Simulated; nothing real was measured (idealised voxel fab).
Process module, titled voxel tone inversion
The width of the displayed cross-section, cut, is 250 nm; its cells are square, with a size of 5 nm.
Notation: cross-section as square-cell grid; stated in bands, top first, going down; one or more cell rows per band.
Top, bottom (nm), then materials left to right with widths (nm); lone material tagged "everywhere" fills the whole band edge to edge; "empty" = empty space.
Where do heights start? At 0: under that level the wafer as delivered is made of one material only. And the lowest band has no floor; it just carries on downward, as in "top 0, no bottom".
The notation "30..40" denotes a width that varies across the rows of cells in the band, beginning at the first number in the top row, finishing at the second number in the bottom row, and changing by an identical amount from each row to the next.
Any step labelled "all unchanged" changed none of the cells in the cross-section.
For the entry "Sealed void listing", the listed items are empty spaces with no open way to the top whose size is 8 cells or more; each item follows the pattern width x height at distance, where distance is from the left edge and all three are in nm.
On a step's line, text after the settings is the simulator commenting on that step.
For masked steps, "overlay nm" on the step line gives how far right of plan the mask actually lay; a minus sign means it lay to the left.

-- List of planned process steps
1. RECEIVE: material Si
2. CONFORMAL_DEP: material SiN, thk nm 5
3. DIRECTIONAL_DEP: material polySi, thk nm 15
4. PATTERN: tone cover, mask id POSTS, material resist, width nm 15, pitch nm 45, thk nm 20, overlay nm 0
5. DIRECTIONAL_ETCH: etch materials polySi, depth nm 15
6. STRIP: etch materials resist
7. FILL_DEP: material SiO2, thk nm 5
8. CMP: height nm 20
9. STRIP: etch materials polySi
10. CONFORMAL_DEP: material TiN, thk nm 5
11. FILL_DEP: material Ru, thk nm 10
12. CMP: height nm 20
13. CONFORMAL_DEP: material SiN, thk nm 5

-- As-received state of the wafer in cross-section, equivalent to post-step 1
* top 0, no bottom  Si everywhere
* Sealed void listing: none

-- First of two wafers at the end of the module, shown in cross-section; run carried out as planned
* top 25, bottom 20  SiN everywhere
* top 20, bottom 10  50 of SiO2, 5 of TiN, 5 of Ru, 5 of TiN, 30 of SiO2, 5 of TiN, 5 of Ru, 5 of TiN, 30 of SiO2, 5 of TiN, 5 of Ru, 5 of TiN, 30 of SiO2, 5 of TiN, 5 of Ru, 5 of TiN, 50 of SiO2
* top 10, bottom 5  50 of SiO2, 15 of TiN, 30 of SiO2, 15 of TiN, 30 of SiO2, 15 of TiN, 30 of SiO2, 15 of TiN, 50 of SiO2
* top 5, bottom 0  SiN everywhere
* top 0, no bottom  Si everywhere
* Sealed void listing: none

-- Cross-section at end of module for the second wafer of two, which matched the first in starting point and plan and differed by one mistake in its processing
* top 40, bottom 35  SiN everywhere
* top 35, bottom 25  Ru everywhere
* top 25, bottom 20  55 of TiN, 5 of Ru, 40 of TiN, 5 of Ru, 40 of TiN, 5 of Ru, 40 of TiN, 5 of Ru, 55 of TiN
* top 20, bottom 10  50 of SiO2, 5 of TiN, 5 of Ru, 5 of TiN, 30 of SiO2, 5 of TiN, 5 of Ru, 5 of TiN, 30 of SiO2, 5 of TiN, 5 of Ru, 5 of TiN, 30 of SiO2, 5 of TiN, 5 of Ru, 5 of TiN, 50 of SiO2
* top 10, bottom 5  50 of SiO2, 15 of TiN, 30 of SiO2, 15 of TiN, 30 of SiO2, 15 of TiN, 30 of SiO2, 15 of TiN, 50 of SiO2
* top 5, bottom 0  SiN everywhere
* top 0, no bottom  Si everywhere
* Sealed void listing: none
It is concluded that the wafer was processed incorrectly with respect to the plan, in that step 12 of the plan: omitted, not performed
Final wafer comparison in cells, second versus first, more or fewer per material: Ru: 104 more | TiN: 46 more
